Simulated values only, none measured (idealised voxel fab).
The following process module bears the name voxel capacitor over wiring.
155 nm wide, 5 nm square cells: that's cross-section cut.
Throughout this document, each cross-section is represented as a grid of square cells and is presented as a sequence of bands enumerated from the top downward, where a band comprises one or more rows of cells. Top, bottom (nm), then materials left to right with widths (nm); lone material tagged "all across" fills the whole band edge to edge; "air" = empty space. Height 0 is the level under which the wafer as received is all one material. The lowest band goes on downwards, as in "0..down". A width such as "30 to 40" changes by the same amount from each row of cells to the next, from the band's top row to its bottom row. "remained unchanged" after a step means that no cell of the cross-section changed. For the entry "Closed cavities", the listed items are empty spaces with no open way to the top whose size is 8 cells or more; each item follows the pattern width x height at distance, where distance is from the left edge and all three are in nm. Past the settings on a step's line: simulator remark, on that step. When a step includes a mask, the "overlay nm" setting on its line states how far to the right of its planned place that mask lay, and negative values state how far to the left.

**The steps planned for the process are as follows**
step 1: RECEIVE with material Si
step 2: CONFORMAL_DEP with material SiO2, thk nm 15
step 3: DIRECTIONAL_DEP with material TiN, thk nm 5
step 4: DIRECTIONAL_DEP with material W, thk nm 15
step 5: DIRECTIONAL_DEP with material aC, thk nm 10
step 6: PATTERN with tone cover, mask id METAL_1, material resist, width nm 20, pitch nm 75, thk nm 25, overlay nm 0
step 7: DIRECTIONAL_ETCH with etch materials aC, depth nm 10
step 8: STRIP with etch materials resist
step 9: DIRECTIONAL_ETCH with etch materials W, depth nm 15
step 10: DIRECTIONAL_ETCH with etch materials TiN, depth nm 5
step 11: STRIP with etch materials aC
step 12: FILL_DEP with material SiO2, thk nm 10
step 13: CMP with height nm 35
step 14: CONFORMAL_DEP with material SiCN, thk nm 5
step 15: DIRECTIONAL_DEP with material lowk, thk nm 20
step 16: PATTERN with tone open, mask id PLUG_1, material resist, width nm 15, thk nm 15, overlay nm 0
step 17: DIRECTIONAL_ETCH with etch materials lowk, depth nm 20
step 18: DIRECTIONAL_ETCH with etch materials SiCN, depth nm 5
step 19: STRIP with etch materials resist
step 20: EPI with material Ru, thk nm 10
step 21: EPI with material Ru, thk nm 10
step 22: EPI with material Ru, thk nm 5
step 23: DIRECTIONAL_DEP with material TiN, thk nm 10
step 24: DIRECTIONAL_DEP with material SiN, thk nm 5
step 25: DIRECTIONAL_DEP with material TiN, thk nm 10
step 26: MASKED_ETCH with tone cover, mask id UPPER_PLATE, width nm 60, etch materials TiN, depth nm 10, overlay nm 0
step 27: MASKED_ETCH with tone cover, mask id UPPER_PLATE, width nm 60, etch materials SiN, depth nm 5, overlay nm 0
step 28: MASKED_ETCH with tone cover, mask id LOWER_PLATE, width nm 70, etch materials TiN, depth nm 10, overlay nm 0
step 29: FILL_DEP with material SiO2, thk nm 15
step 30: CMP with height nm 95
step 31: MASKED_ETCH with tone open, mask id PLUG_2, width nm 15, etch materials SiO2, depth nm 10, overlay nm 0
step 32: CONFORMAL_DEP with material TiN, thk nm 5
step 33: FILL_DEP with material Ru, thk nm 5
step 34: CMP with height nm 95
step 35: CONFORMAL_DEP with material SiN, thk nm 5

**As-received wafer cross-section (after step 1)**
    0..down  Si all across
    Closed cavities: none

**First of two wafers, end-of-module section, run followed plan**
    100..95  SiN all across
    95..90  SiO2: 45, then TiN: 5, then Ru: 5, then TiN: 5, then SiO2: 95
    90..85  SiO2: 45, then TiN: 15, then SiO2: 95
    85..75  SiO2: 35, then TiN: 60, then SiO2: 60
    75..70  SiO2: 35, then SiN: 60, then SiO2: 60
    70..60  SiO2: 30, then TiN: 70, then SiO2: 55
    60..40  lowk: 35, then Ru: 15, then lowk: 105
    40..35  SiCN: 35, then Ru: 15, then SiCN: 105
    35..20  SiO2: 30, then W: 20, then SiO2: 55, then W: 20, then SiO2: 30
    20..15  SiO2: 30, then TiN: 20, then SiO2: 55, then TiN: 20, then SiO2: 30
    15..0  SiO2 all across
    0..down  Si all across
    Closed cavities: none

**End-of-module cross-section of the second wafer: identical starting point and process plan to the first, with one processing mistake**
    90..85  SiN all across
    85..75  SiO2: 35, then TiN: 60, then SiO2: 60
    75..70  SiO2: 35, then SiN: 60, then SiO2: 60
    70..60  SiO2: 30, then TiN: 70, then SiO2: 55
    60..40  lowk: 35, then Ru: 15, then lowk: 105
    40..35  SiCN: 35, then Ru: 15, then SiCN: 105
    35..20  SiO2: 30, then W: 20, then SiO2: 55, then W: 20, then SiO2: 30
    20..15  SiO2: 30, then TiN: 20, then SiO2: 55, then TiN: 20, then SiO2: 30
    15..0  SiO2 all across
    0..down  Si all across
    Closed cavities: none
Deviation noted in wafer processing: step 34 was run on a setting that differed from the plan, and what really ran there is CMP with height nm 85
at the end the second wafer has, in cells: 1 fewer of Ru, 56 fewer of SiO2, 5 fewer of TiN
